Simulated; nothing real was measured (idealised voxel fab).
process module | voxel self aligned vias
cross-section cut | 295 nm wide | cells 5 nm
A cross-section is a grid of square cells, given in bands from the top down. A band is one or more rows of cells.
Each band's line starts with the height of the band's top and of its bottom, in nm. Then come its materials from left to right, each with its width in nm. One material with "throughout" fills the band from edge to edge. "air" is empty space.
Height 0 is the level under which the wafer as received is all one material. The lowest band goes on downwards, as in "0 down".
A width such as "30 to 40" changes by the same amount from each row of cells to the next, from the band's top row to its bottom row.
"no change" after a step means that no cell of the cross-section changed.
closed voids: empty space of 8 cells or more with no open way to the top, each as width x height at its distance from the left edge, in nm
after a step's settings: what the simulator itself notes on the step
overlay nm, on a step with a mask: how far to the right of its planned place the mask lay; to the left if negative
plan
1 op RECEIVE | material Si
2 op CONFORMAL_DEP | material SiO2 | thk nm 10
3 op CONFORMAL_DEP | material SiCN | thk nm 5
4 op DIRECTIONAL_DEP | material SiO2 | thk nm 25
5 op MASKED_ETCH | tone open | mask id LINES | width nm 20 | pitch nm 55 | etch materials SiO2 | depth nm 25 | overlay nm 0
6 op CONFORMAL_DEP | material TiN | thk nm 5
7 op FILL_DEP | material W | thk nm 10
8 op CMP | height nm 40
9 op SELECTIVE_ETCH | etch materials W Ru TiN | depth nm 10
10 op FILL_DEP | material SiN | thk nm 10
11 op CMP | height nm 40
12 op DIRECTIONAL_DEP | material SiO2 | thk nm 20
13 op MASKED_ETCH | tone open | mask id VIAS | width nm 40 | pitch nm 55 | etch materials SiO2 | depth nm 20 | overlay nm 0
14 op MASKED_ETCH | tone open | mask id VIAS | width nm 40 | pitch nm 55 | etch materials SiN | depth nm 10 | overlay nm 0
15 op CONFORMAL_DEP | material TiN | thk nm 5
16 op FILL_DEP | material Cu | thk nm 10
17 op CMP | height nm 60
18 op CONFORMAL_DEP | material SiCN | thk nm 5
as received, after step 1
  0 down: Si throughout
  closed voids: none
first wafer at the end, as planned
  65 to 60: SiCN throughout
  60 to 45: SiO2 70 | TiN 5 | Cu 30 | TiN 5 | SiO2 15 | TiN 5 | Cu 30 | TiN 5 | SiO2 15 | TiN 5 | Cu 30 | TiN 5 | SiO2 75
  45 to 35: SiO2 70 to 80 | TiN 15 to 5 | Cu 10 | TiN 15 to 5 | SiO2 15 to 35 | TiN 15 to 5 | Cu 10 | TiN 15 to 5 | SiO2 15 to 35 | TiN 15 to 5 | Cu 10 | TiN 15 to 5 | SiO2 75 to 85
  35 to 30: SiO2 80 | TiN 20 | SiO2 35 | TiN 20 | SiO2 35 | TiN 20 | SiO2 85
  30 to 20: SiO2 80 | TiN 5 | W 10 | TiN 5 | SiO2 35 | TiN 5 | W 10 | TiN 5 | SiO2 35 | TiN 5 | W 10 | TiN 5 | SiO2 85
  20 to 15: SiO2 80 | TiN 20 | SiO2 35 | TiN 20 | SiO2 35 | TiN 20 | SiO2 85
  15 to 10: SiCN throughout
  10 to 0: SiO2 throughout
  0 down: Si throughout
  closed voids: none
second wafer at the end: like start, like plan, one mistake
  65 to 60: SiN throughout
  60 to 45: SiO2 70 | TiN 5 | Cu 30 | TiN 5 | SiO2 15 | TiN 5 | Cu 30 | TiN 5 | SiO2 15 | TiN 5 | Cu 30 | TiN 5 | SiO2 75
  45 to 35: SiO2 70 to 80 | TiN 15 to 5 | Cu 10 | TiN 15 to 5 | SiO2 15 to 35 | TiN 15 to 5 | Cu 10 | TiN 15 to 5 | SiO2 15 to 35 | TiN 15 to 5 | Cu 10 | TiN 15 to 5 | SiO2 75 to 85
  35 to 30: SiO2 80 | TiN 20 | SiO2 35 | TiN 20 | SiO2 35 | TiN 20 | SiO2 85
  30 to 20: SiO2 80 | TiN 5 | W 10 | TiN 5 | SiO2 35 | TiN 5 | W 10 | TiN 5 | SiO2 35 | TiN 5 | W 10 | TiN 5 | SiO2 85
  20 to 15: SiO2 80 | TiN 20 | SiO2 35 | TiN 20 | SiO2 35 | TiN 20 | SiO2 85
  15 to 10: SiCN throughout
  10 to 0: SiO2 throughout
  0 down: Si throughout
  closed voids: none
what went wrong: step 18 ran as: op CONFORMAL_DEP | material SiN | thk nm 5
at the end the second wafer has, in cells: 59 fewer of SiCN | 59 more of SiN
